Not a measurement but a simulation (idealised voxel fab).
Process module under the name voxel self aligned contacts
This is section cut - it's 205 nm across, gridded in 5 nm square cells.
Just so we're on the same page, the cross-sections are grids of square cells, and they're listed out in bands top to bottom, each band one or more rows deep. A band entry consists of two parts. The first gives the height of the band's top and the height of its bottom, in nm. The rest lists the band's materials from left to right, each with its width in nm. A single material labelled with the word "all across" fills the band from edge to edge, and the word "air" marks empty space. Basically, 0 is our baseline, since under it the wafer straight out of the box is all one material. The bottom band has no lower end and keeps on going down, so it looks like "from 0 down". You'd read "30->40" like this: the band's top row of cells is as wide as the first number, its bottom row is as wide as the second, and going down, every row changes width by the same amount as the row before did. Step marked "no change occurred"? Then no cell in the cross-section changed in it. Reported under the label "Internal closed voids" are the empty spaces having no open way to the top and comprising 8 cells or more; the notation for each is width x height at distance, in which the distance is measured from the left edge and all three values are in nm. Read whatever lies past the settings on a step's line as the simulator's own remark about the step. Regarding "overlay nm": on a step with a mask, it is the distance the mask lay to the right of its planned place; a negative value places it to the left.
### So here's the lineup of process steps we planned
| 1 | op RECEIVE | material Si |
| 2 | op CONFORMAL_DEP | material SiO2 | thk nm 5 |
| 3 | op DIRECTIONAL_DEP | material polySi | thk nm 25 |
| 4 | op DIRECTIONAL_DEP | material SiN | thk nm 20 |
| 5 | op MASKED_ETCH | tone cover | mask id GATE | width nm 25 | pitch nm 60 | etch materials SiN | depth nm 20 | overlay nm -15 |
| 6 | op MASKED_ETCH | tone cover | mask id GATE | width nm 25 | pitch nm 60 | etch materials polySi | depth nm 25 | overlay nm 0 |
| 7 | op CONFORMAL_DEP | material SiN | thk nm 10 |
| 8 | op DIRECTIONAL_ETCH | etch materials SiN | depth nm 10 |
| 9 | op FILL_DEP | material SiO2 | thk nm 10 |
| 10 | op CMP | height nm 55 |
| 11 | op DIRECTIONAL_DEP | material aC | thk nm 10 |
| 12 | op PATTERN | tone open | mask id CONTACT | material resist | width nm 45 | pitch nm 60 | thk nm 30 | overlay nm 0 |
| 13 | op DIRECTIONAL_ETCH | etch materials aC | depth nm 10 |
| 14 | op STRIP | etch materials resist |
| 15 | op DIRECTIONAL_ETCH | etch materials SiO2 | depth nm 55 |
| 16 | op STRIP | etch materials aC |
| 17 | op CONFORMAL_DEP | material TiN | thk nm 5 |
| 18 | op FILL_DEP | material Ru | thk nm 5 |
| 19 | op CMP | height nm 55 |
| 20 | op CONFORMAL_DEP | material SiN | thk nm 5 |
Split variable: overlay nm, step 5. Plan value = first wafer. Wafers start alike.
### This is how the first of several wafers looked in cross-section when it arrived, which is after step 1
	from 0 down | Si all across
	Internal closed voids: none
### first wafer at the end, after step 20
	from 60 to 55 | SiN all across
	from 55 to 50 | 50 SiO2; 5 TiN; 5 Ru; 35 TiN; 15 SiO2; 5 TiN; 5 Ru; 35 TiN; 50 SiO2
	from 50 to 35 | 5 SiO2; 45 SiN; 5 TiN; 5 Ru; 5 TiN; 45 SiN; 5 TiN; 5 Ru; 5 TiN; 45 SiN; 35 SiO2
	from 35 to 30 | 5 SiO2; 45 SiN; 15 TiN; 45 SiN; 15 TiN; 45 SiN; 35 SiO2
	from 30 to 5 | 5 SiO2; 10 SiN; 40 polySi; 20 SiN; 40 polySi; 20 SiN; 40 polySi; 10 SiN; 20 SiO2
	from 5 to 0 | SiO2 all across
	from 0 down | Si all across
	Internal closed voids: none
### X-section, last wafer, module end
	from 60 to 55 | SiN all across
	from 55 to 50 | 50 SiO2; 35 TiN; 5 Ru; 5 TiN; 15 SiO2; 35 TiN; 5 Ru; 5 TiN; 50 SiO2
	from 50 to 35 | 35 SiO2; 45 SiN; 5 TiN; 5 Ru; 5 TiN; 45 SiN; 5 TiN; 5 Ru; 5 TiN; 45 SiN; 5 SiO2
	from 35 to 30 | 35 SiO2; 45 SiN; 15 TiN; 45 SiN; 15 TiN; 45 SiN; 5 SiO2
	from 30 to 5 | 20 SiO2; 10 SiN; 40 polySi; 20 SiN; 40 polySi; 20 SiN; 40 polySi; 10 SiN; 5 SiO2
	from 5 to 0 | SiO2 all across
	from 0 down | Si all across
	Internal closed voids: none
### The table below has one row for each wafer; a row shows, as of the end of the module, how many cells of each material the wafer has gained, marked (+), or lost, marked (-), since it was received, and then the wafer's closed voids
overlay nm -15 | +8 Ru | +209 SiN | +121 SiO2 | +34 TiN | +120 polySi | Internal closed voids: none
overlay nm -10 | +8 Ru | +209 SiN | +124 SiO2 | +46 TiN | +105 polySi | Internal closed voids: none
overlay nm -5 | +8 Ru | +209 SiN | +127 SiO2 | +58 TiN | +90 polySi | Internal closed voids: none
overlay nm 0 | +20 Ru | +209 SiN | +130 SiO2 | +58 TiN | +75 polySi | Internal closed voids: none
overlay nm 5 | +8 Ru | +209 SiN | +127 SiO2 | +58 TiN | +90 polySi | Internal closed voids: none
overlay nm 10 | +8 Ru | +209 SiN | +124 SiO2 | +46 TiN | +105 polySi | Internal closed voids: none
overlay nm 15 | +8 Ru | +209 SiN | +121 SiO2 | +34 TiN | +120 polySi | Internal closed voids: none
